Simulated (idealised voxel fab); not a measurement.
Module name: voxel gate over fins (process module)
This is section cut - it's 245 nm across, gridded in 5 nm square cells.
Cross-section, as written here: a square-cell grid given band by band from the top down, where a band holds one or more rows of cells.
This entry defines a band. It first specifies the height of the band's top and the height of its bottom in nm, and then specifies the band's materials from left to right, stating each material with its width in nm. The word "full width" identifies a single material that fills the band from edge to edge, while the word "empty" identifies empty space.
Height is counted from the level 0, under which the received wafer is composed throughout of one material. The lowest of the bands is not closed at the bottom but continues downward, in the notation "top 0, no bottom".
The width entry "30..40" should be interpreted row by row: the top row of cells in the band takes the first number, the bottom row takes the second number, and the change between adjacent rows is uniform throughout.
What does "no modifications" mean for a step? It means no cell of the cross-section changed in that step.
"Trapped cavities" means: voids of 8 cells or more that are shut off from the top with no open way through. Written width x height at distance, distance from the left edge, in nm.
The remark found on a step's line after its settings is issued by the simulator itself and pertains to that step.
overlay nm: mask offset rightward from planned place, masked step; negative means leftward offset.
**The planned process steps are enumerated hereunder**
1: RECEIVE: material Si
2: CONFORMAL_DEP: material SiN, thk nm 10
3: PATTERN: tone cover, mask id FINS, material resist, width nm 15, pitch nm 35, thk nm 20, overlay nm 0
4: DIRECTIONAL_ETCH: etch materials SiN, depth nm 10
5: DIRECTIONAL_ETCH: etch materials Si, depth nm 40
6: STRIP: etch materials resist
7: FILL_DEP: material SiO2, thk nm 5
8: CMP: height nm 10
9: SELECTIVE_ETCH: etch materials SiO2, depth nm 20
10: STRIP: etch materials SiN
11: CONFORMAL_DEP: material HfO2, thk nm 5
12: CONFORMAL_DEP: material TiN, thk nm 5
13: FILL_DEP: material W, thk nm 10
14: CMP: height nm 15
15: CONFORMAL_DEP: material SiN, thk nm 10
**Concerning the first of two wafers, which was run in accordance with the plan**
**Incoming wafer in cross-section (state: after step 1)**
  top 0, no bottom: Si full width
  Trapped cavities: none
**Wafer xsec, post step 2**
  top 10, bottom 0: SiN full width
  Unchanged below 0.
**Wafer xsec, post step 3**
  top 30, bottom 10: 95 of empty | 15 of resist | 20 of empty | 15 of resist | 100 of empty
  Unchanged below 10.
**Wafer xsec, post step 4**
  top 30, bottom 10: 95 of empty | 15 of resist | 20 of empty | 15 of resist | 100 of empty
  top 10, bottom 0: 95 of empty | 15 of SiN | 20 of empty | 15 of SiN | 100 of empty
  Unchanged below 0.
**Wafer xsec, post step 5**
  top 30, bottom 10: 95 of empty | 15 of resist | 20 of empty | 15 of resist | 100 of empty
  top 10, bottom 0: 95 of empty | 15 of SiN | 20 of empty | 15 of SiN | 100 of empty
  top 0, bottom -40: 95 of empty | 15 of Si | 20 of empty | 15 of Si | 100 of empty
  Unchanged below -40.
**Wafer xsec, post step 6**
  top 10, bottom 0: 95 of empty | 15 of SiN | 20 of empty | 15 of SiN | 100 of empty
  Unchanged below 0.
**Wafer xsec, post step 7**
  top 15, bottom 10: SiO2 full width
  top 10, bottom 0: 95 of SiO2 | 15 of SiN | 20 of SiO2 | 15 of SiN | 100 of SiO2
  top 0, bottom -40: 95 of SiO2 | 15 of Si | 20 of SiO2 | 15 of Si | 100 of SiO2
  Unchanged below -40.
**Wafer xsec, post step 8**
  top 10, bottom 0: 95 of SiO2 | 15 of SiN | 20 of SiO2 | 15 of SiN | 100 of SiO2
  Unchanged below 0.
**Wafer xsec, post step 9**
  top 10, bottom 0: 95 of empty | 15 of SiN | 20 of empty | 15 of SiN | 100 of empty
  top 0, bottom -10: 95 of empty | 15 of Si | 20 of empty | 15 of Si | 100 of empty
  Unchanged below -10.
**Wafer xsec, post step 10**
  top 0, bottom -10: 95 of empty | 15 of Si | 20 of empty | 15 of Si | 100 of empty
  Unchanged below -10.
**Wafer xsec, post step 11**
  top 5, bottom 0: 90 of empty | 25 of HfO2 | 10 of empty | 25 of HfO2 | 95 of empty
  top 0, bottom -5: 90 of empty | 5 of HfO2 | 15 of Si | 5 of HfO2 | 10 of empty | 5 of HfO2 | 15 of Si | 5 of HfO2 | 95 of empty
  top -5, bottom -10: 95 of HfO2 | 15 of Si | 20 of HfO2 | 15 of Si | 100 of HfO2
  Unchanged below -10.
**Wafer xsec, post step 12**
  top 10, bottom 5: 85 of empty | 70 of TiN | 90 of empty
  top 5, bottom 0: 85 of empty | 5 of TiN | 25 of HfO2 | 10 of TiN | 25 of HfO2 | 5 of TiN | 90 of empty
  top 0, bottom -5: 90 of TiN | 5 of HfO2 | 15 of Si | 5 of HfO2 | 10 of TiN | 5 of HfO2 | 15 of Si | 5 of HfO2 | 95 of TiN
  Unchanged below -5.
**Wafer xsec, post step 13**
  top 20, bottom 10: W full width
  top 10, bottom 5: 85 of W | 70 of TiN | 90 of W
  top 5, bottom 0: 85 of W | 5 of TiN | 25 of HfO2 | 10 of TiN | 25 of HfO2 | 5 of TiN | 90 of W
  Unchanged below 0.
**Wafer xsec, post step 14**
  top 15, bottom 10: W full width
  Unchanged below 10.
**Wafer xsec, post step 15**
  top 25, bottom 15: SiN full width
  Unchanged below 15.
**Wafer two of the pair: same origin, same plan, one error during the run; identical to wafer one up to and including step 2**
**Second wafer, cut view, end of step 3 per plan**
  top 30, bottom 10: 95 of empty | 20 of resist | 15 of empty | 20 of resist | 95 of empty
  Unchanged below 10.
**Second wafer, cut view, end of step 4 per plan**
  top 30, bottom 10: 95 of empty | 20 of resist | 15 of empty | 20 of resist | 95 of empty
  top 10, bottom 0: 95 of empty | 20 of SiN | 15 of empty | 20 of SiN | 95 of empty
  Unchanged below 0.
**Second wafer, cut view, end of step 5 per plan**
  top 30, bottom 10: 95 of empty | 20 of resist | 15 of empty | 20 of resist | 95 of empty
  top 10, bottom 0: 95 of empty | 20 of SiN | 15 of empty | 20 of SiN | 95 of empty
  top 0, bottom -40: 95 of empty | 20 of Si | 15 of empty | 20 of Si | 95 of empty
  Unchanged below -40.
**Second wafer, cut view, end of step 6 per plan**
  top 10, bottom 0: 95 of empty | 20 of SiN | 15 of empty | 20 of SiN | 95 of empty
  Unchanged below 0.
**Second wafer, cut view, end of step 7 per plan**
  top 15, bottom 10: SiO2 full width
  top 10, bottom 0: 95 of SiO2 | 20 of SiN | 15 of SiO2 | 20 of SiN | 95 of SiO2
  top 0, bottom -40: 95 of SiO2 | 20 of Si | 15 of SiO2 | 20 of Si | 95 of SiO2
  Unchanged below -40.
**Second wafer, cut view, end of step 8 per plan**
  top 10, bottom 0: 95 of SiO2 | 20 of SiN | 15 of SiO2 | 20 of SiN | 95 of SiO2
  Unchanged below 0.
**Second wafer, cut view, end of step 9 per plan**
  top 10, bottom 0: 95 of empty | 20 of SiN | 15 of empty | 20 of SiN | 95 of empty
  top 0, bottom -10: 95 of empty | 20 of Si | 15 of empty | 20 of Si | 95 of empty
  Unchanged below -10.
**Second wafer, cut view, end of step 10 per plan**
  top 0, bottom -10: 95 of empty | 20 of Si | 15 of empty | 20 of Si | 95 of empty
  Unchanged below -10.
**Second wafer, cut view, end of step 11 per plan**
  top 5, bottom 0: 90 of empty | 30 of HfO2 | 5 of empty | 30 of HfO2 | 90 of empty
  top 0, bottom -5: 90 of empty | 5 of HfO2 | 20 of Si | 5 of HfO2 | 5 of empty | 5 of HfO2 | 20 of Si | 5 of HfO2 | 90 of empty
  top -5, bottom -10: 95 of HfO2 | 20 of Si | 15 of HfO2 | 20 of Si | 95 of HfO2
  Unchanged below -10.
**Second wafer, cut view, end of step 12 per plan**
  top 10, bottom 5: 85 of empty | 75 of TiN | 85 of empty
  top 5, bottom 0: 85 of empty | 5 of TiN | 30 of HfO2 | 5 of TiN | 30 of HfO2 | 5 of TiN | 85 of empty
  top 0, bottom -5: 90 of TiN | 5 of HfO2 | 20 of Si | 5 of HfO2 | 5 of TiN | 5 of HfO2 | 20 of Si | 5 of HfO2 | 90 of TiN
  Unchanged below -5.
**Second wafer, cut view, end of step 13 per plan**
  top 20, bottom 10: W full width
  top 10, bottom 5: 85 of W | 75 of TiN | 85 of W
  top 5, bottom 0: 85 of W | 5 of TiN | 30 of HfO2 | 5 of TiN | 30 of HfO2 | 5 of TiN | 85 of W
  Unchanged below 0.
**Second wafer, cut view, end of step 14 per plan**
  top 15, bottom 10: W full width
  Unchanged below 10.
**Second wafer, cut view, end of step 15 per plan**
  top 25, bottom 15: SiN full width
  Unchanged below 15.
Here's what went sideways: step 3 was run on a setting that differed from the plan, and what really ran there is PATTERN: tone cover, mask id FINS, material resist, width nm 20, pitch nm 35, thk nm 20, overlay nm 0
Count the cells at the end and the second wafer has more or fewer of some materials than the first: +16 Si, -12 SiO2, -2 TiN, -2 W
